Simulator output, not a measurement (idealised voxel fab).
process module | voxel air gaps
cross-section cut | 295 nm wide | cells 5 nm
A cross-section is a grid of square cells, given in bands from the top down. A band is one or more rows of cells.
Each band's line starts with the height of the band's top and of its bottom, in nm. Then come its materials from left to right, each with its width in nm. One material with "throughout" fills the band from edge to edge. "air" is empty space.
Height 0 is the level under which the wafer as received is all one material. The lowest band goes on downwards, as in "0 down".
A width such as "30 to 40" changes by the same amount from each row of cells to the next, from the band's top row to its bottom row.
"no change" after a step means that no cell of the cross-section changed.
closed voids: empty space of 8 cells or more with no open way to the top, each as width x height at its distance from the left edge, in nm
after a step's settings: what the simulator itself notes on the step
overlay nm, on a step with a mask: how far to the right of its planned place the mask lay; to the left if negative
plan
1 op RECEIVE | material Si
2 op CONFORMAL_DEP | material SiO2 | thk nm 5
3 op CONFORMAL_DEP | material SiCN | thk nm 5
4 op DIRECTIONAL_DEP | material SiO2 | thk nm 40
5 op DIRECTIONAL_DEP | material aC | thk nm 10
6 op PATTERN | tone open | mask id LINES | material resist | width nm 15 | pitch nm 45 | thk nm 30 | overlay nm 0
7 op DIRECTIONAL_ETCH | etch materials aC | depth nm 10
8 op STRIP | etch materials resist
9 op DIRECTIONAL_ETCH | etch materials SiO2 | depth nm 40
10 op STRIP | etch materials aC
11 op CONFORMAL_DEP | material TiN | thk nm 5
12 op FILL_DEP | material W | thk nm 5
13 op CMP | height nm 60
14 op EPI | material Ru | thk nm 10
15 op SELECTIVE_ETCH | etch materials SiO2 | depth nm 50
16 op CONFORMAL_DEP | material SiCN | thk nm 5
varied across the wafers: thk nm of step 2. The plan shows the first wafer's value. All wafers start alike
first wafer as received, after step 1
  0 down: Si throughout
  closed voids: none
each wafer at the end: cells of each material gained (+) or lost (-) since it was received, then its closed voids
thk nm 5 | +118 Ru | +118 SiCN | +459 SiO2 | +107 TiN | +83 W | closed voids: none
thk nm 10 | +118 Ru | +118 SiCN | +518 SiO2 | +107 TiN | +24 W | closed voids: none
thk nm 15 | +42 Ru | +202 SiCN | +177 SiO2 | +51 TiN | +21 W | closed voids: 20 x 30 at 115; 20 x 30 at 160
thk nm 20 | +42 Ru | +196 SiCN | +236 SiO2 | +45 TiN | +18 W | closed voids: 20 x 25 at 115; 20 x 25 at 160
thk nm 25 | +42 Ru | +190 SiCN | +295 SiO2 | +39 TiN | +15 W | closed voids: 20 x 20 at 115; 20 x 20 at 160
thk nm 30 | +42 Ru | +184 SiCN | +354 SiO2 | +33 TiN | +12 W | closed voids: 20 x 15 at 115; 20 x 15 at 160
